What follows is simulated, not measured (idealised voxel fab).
The process module presented herein is designated voxel spacer lines.
Cross-sectional view cut (width: 185 nm; square cell size: 5 nm).
When this document writes out a cross-section, it uses a grid of square cells and lists it as bands, beginning at the top and moving down, with a band standing for one or more rows of cells. What a band's entry tells you: where the top is and where the bottom is, as heights in nm, and after that what lies inside, material by material from left to right, each with its width in nm. Empty space is written as the word "blank", and a single material marked with the word "all across" occupies the band from edge to edge. Height datum 0, below which the as-received substrate wafer is one material. Lowest band open at the bottom, running downward: "0 nm and below". Width spec "30..40" -> top row of cells at first value, bottom row at second value, equal per-row change in between. The cross-section has no changed cell in any step marked "remains unaltered". Look at "Enclosed void entries" for the closed voids: empty spaces with no open path to the top, sized 8 cells or up. Each is width x height at distance, distance from the left edge, all nm. Note: text after step settings on the step line = simulator remark on that step. overlay nm: how far to the right of its planned place the mask lay on this masked step (negative: to the left).
-- The following list gives the planned process steps
step 1: op RECEIVE | material Si
step 2: op CONFORMAL_DEP | material Al2O3 | thk nm 10
step 3: op DIRECTIONAL_DEP | material W | thk nm 15
step 4: op DIRECTIONAL_DEP | material aC | thk nm 20
step 5: op PATTERN | tone cover | mask id MANDREL | material resist | width nm 15 | pitch nm 50 | thk nm 30 | overlay nm 0
step 6: op DIRECTIONAL_ETCH | etch materials aC | depth nm 20
step 7: op STRIP | etch materials resist
step 8: op CONFORMAL_DEP | material SiN | thk nm 10
step 9: op DIRECTIONAL_ETCH | etch materials SiN | depth nm 10
step 10: op STRIP | etch materials aC
step 11: op DIRECTIONAL_ETCH | etch materials W | depth nm 15
step 12: op STRIP | etch materials SiN
step 13: op FILL_DEP | material SiO2 | thk nm 10
step 14: op CMP | height nm 25
-- On the first of the two wafers: run conducted according to plan
-- As received (post step 1): cross-section
  0 nm and below | Si all across
  Enclosed void entries: none
-- Cross-section of the wafer subsequent to step 2
  10 nm to 0 nm | Al2O3 all across
  Below 0 it's all the same as before, nothing changed down there.
-- Cross-section of the wafer subsequent to step 3
  25 nm to 10 nm | W all across
  Below 10 it's all the same as before, nothing changed down there.
-- Cross-section of the wafer subsequent to step 4
  45 nm to 25 nm | aC all across
  Below 25 it's all the same as before, nothing changed down there.
-- Cross-section of the wafer subsequent to step 5
  75 nm to 45 nm | 35 blank / 15 resist / 35 blank / 15 resist / 35 blank / 15 resist / 35 blank
  Below 45 it's all the same as before, nothing changed down there.
-- Cross-section of the wafer subsequent to step 6
  55 nm to 45 nm | 35 blank / 15 resist / 35 blank / 15 resist / 35 blank / 15 resist / 35 blank
  45 nm to 25 nm | 35 blank / 15 aC / 35 blank / 15 aC / 35 blank / 15 aC / 35 blank
  Below 25 it's all the same as before, nothing changed down there.
-- Cross-section of the wafer subsequent to step 7
  45 nm to 25 nm | 35 blank / 15 aC / 35 blank / 15 aC / 35 blank / 15 aC / 35 blank
  Below 25 it's all the same as before, nothing changed down there.
-- Cross-section of the wafer subsequent to step 8
  55 nm to 45 nm | 25 blank / 35 SiN / 15 blank / 35 SiN / 15 blank / 35 SiN / 25 blank
  45 nm to 35 nm | 25 blank / 10 SiN / 15 aC / 10 SiN / 15 blank / 10 SiN / 15 aC / 10 SiN / 15 blank / 10 SiN / 15 aC / 10 SiN / 25 blank
  35 nm to 25 nm | 35 SiN / 15 aC / 35 SiN / 15 aC / 35 SiN / 15 aC / 35 SiN
  Below 25 it's all the same as before, nothing changed down there.
-- Cross-section of the wafer subsequent to step 9
  45 nm to 25 nm | 25 blank / 10 SiN / 15 aC / 10 SiN / 15 blank / 10 SiN / 15 aC / 10 SiN / 15 blank / 10 SiN / 15 aC / 10 SiN / 25 blank
  Below 25 it's all the same as before, nothing changed down there.
-- Cross-section of the wafer subsequent to step 10
  45 nm to 25 nm | 25 blank / 10 SiN / 15 blank / 10 SiN / 15 blank / 10 SiN / 15 blank / 10 SiN / 15 blank / 10 SiN / 15 blank / 10 SiN / 25 blank
  Below 25 it's all the same as before, nothing changed down there.
-- Cross-section of the wafer subsequent to step 11
  45 nm to 25 nm | 25 blank / 10 SiN / 15 blank / 10 SiN / 15 blank / 10 SiN / 15 blank / 10 SiN / 15 blank / 10 SiN / 15 blank / 10 SiN / 25 blank
  25 nm to 10 nm | 25 blank / 10 W / 15 blank / 10 W / 15 blank / 10 W / 15 blank / 10 W / 15 blank / 10 W / 15 blank / 10 W / 25 blank
  Below 10 it's all the same as before, nothing changed down there.
-- Cross-section of the wafer subsequent to step 12
  25 nm to 10 nm | 25 blank / 10 W / 15 blank / 10 W / 15 blank / 10 W / 15 blank / 10 W / 15 blank / 10 W / 15 blank / 10 W / 25 blank
  Below 10 it's all the same as before, nothing changed down there.
-- Cross-section of the wafer subsequent to step 13
  35 nm to 25 nm | SiO2 all across
  25 nm to 10 nm | 25 SiO2 / 10 W / 15 SiO2 / 10 W / 15 SiO2 / 10 W / 15 SiO2 / 10 W / 15 SiO2 / 10 W / 15 SiO2 / 10 W / 25 SiO2
  Below 10 it's all the same as before, nothing changed down there.
-- Cross-section of the wafer subsequent to step 14
  25 nm to 10 nm | 25 SiO2 / 10 W / 15 SiO2 / 10 W / 15 SiO2 / 10 W / 15 SiO2 / 10 W / 15 SiO2 / 10 W / 15 SiO2 / 10 W / 25 SiO2
  Below 10 it's all the same as before, nothing changed down there.
-- Wafer two of two - same starting point, same process plan, one mistake in execution; matches wafer one up to and including step 1
-- Second wafer cross-section, taken as of the time the plan sets for step 2 to be done
  5 nm to 0 nm | Al2O3 all across
  Below 0 it's all the same as before, nothing changed down there.
-- Second wafer cross-section, taken as of the time the plan sets for step 3 to be done
  20 nm to 5 nm | W all across
  Below 5 it's all the same as before, nothing changed down there.
-- Second wafer cross-section, taken as of the time the plan sets for step 4 to be done
  40 nm to 20 nm | aC all across
  Below 20 it's all the same as before, nothing changed down there.
-- Second wafer cross-section, taken as of the time the plan sets for step 5 to be done
  70 nm to 40 nm | 35 blank / 15 resist / 35 blank / 15 resist / 35 blank / 15 resist / 35 blank
  Below 40 it's all the same as before, nothing changed down there.
-- Second wafer cross-section, taken as of the time the plan sets for step 6 to be done
  50 nm to 40 nm | 35 blank / 15 resist / 35 blank / 15 resist / 35 blank / 15 resist / 35 blank
  40 nm to 20 nm | 35 blank / 15 aC / 35 blank / 15 aC / 35 blank / 15 aC / 35 blank
  Below 20 it's all the same as before, nothing changed down there.
-- Second wafer cross-section, taken as of the time the plan sets for step 7 to be done
  40 nm to 20 nm | 35 blank / 15 aC / 35 blank / 15 aC / 35 blank / 15 aC / 35 blank
  Below 20 it's all the same as before, nothing changed down there.
-- Second wafer cross-section, taken as of the time the plan sets for step 8 to be done
  50 nm to 40 nm | 25 blank / 35 SiN / 15 blank / 35 SiN / 15 blank / 35 SiN / 25 blank
  40 nm to 30 nm | 25 blank / 10 SiN / 15 aC / 10 SiN / 15 blank / 10 SiN / 15 aC / 10 SiN / 15 blank / 10 SiN / 15 aC / 10 SiN / 25 blank
  30 nm to 20 nm | 35 SiN / 15 aC / 35 SiN / 15 aC / 35 SiN / 15 aC / 35 SiN
  Below 20 it's all the same as before, nothing changed down there.
-- Second wafer cross-section, taken as of the time the plan sets for step 9 to be done
  40 nm to 20 nm | 25 blank / 10 SiN / 15 aC / 10 SiN / 15 blank / 10 SiN / 15 aC / 10 SiN / 15 blank / 10 SiN / 15 aC / 10 SiN / 25 blank
  Below 20 it's all the same as before, nothing changed down there.
-- Second wafer cross-section, taken as of the time the plan sets for step 10 to be done
  40 nm to 20 nm | 25 blank / 10 SiN / 15 blank / 10 SiN / 15 blank / 10 SiN / 15 blank / 10 SiN / 15 blank / 10 SiN / 15 blank / 10 SiN / 25 blank
  Below 20 it's all the same as before, nothing changed down there.
-- Second wafer cross-section, taken as of the time the plan sets for step 11 to be done
  40 nm to 20 nm | 25 blank / 10 SiN / 15 blank / 10 SiN / 15 blank / 10 SiN / 15 blank / 10 SiN / 15 blank / 10 SiN / 15 blank / 10 SiN / 25 blank
  20 nm to 5 nm | 25 blank / 10 W / 15 blank / 10 W / 15 blank / 10 W / 15 blank / 10 W / 15 blank / 10 W / 15 blank / 10 W / 25 blank
  Below 5 it's all the same as before, nothing changed down there.
-- Second wafer cross-section, taken as of the time the plan sets for step 12 to be done
  20 nm to 5 nm | 25 blank / 10 W / 15 blank / 10 W / 15 blank / 10 W / 15 blank / 10 W / 15 blank / 10 W / 15 blank / 10 W / 25 blank
  Below 5 it's all the same as before, nothing changed down there.
-- Second wafer cross-section, taken as of the time the plan sets for step 13 to be done
  30 nm to 20 nm | SiO2 all across
  20 nm to 5 nm | 25 SiO2 / 10 W / 15 SiO2 / 10 W / 15 SiO2 / 10 W / 15 SiO2 / 10 W / 15 SiO2 / 10 W / 15 SiO2 / 10 W / 25 SiO2
  Below 5 it's all the same as before, nothing changed down there.
-- Second wafer cross-section, taken as of the time the plan sets for step 14 to be done
  25 nm to 20 nm | SiO2 all across
  Below 20 it's all the same as before, nothing changed down there.
Processing error: step 2 off recipe, ran as op CONFORMAL_DEP | material Al2O3 | thk nm 5
Final tally in cells, some materials are higher or lower on the second wafer than on the first: Al2O3: 37 fewer; SiO2: 37 more
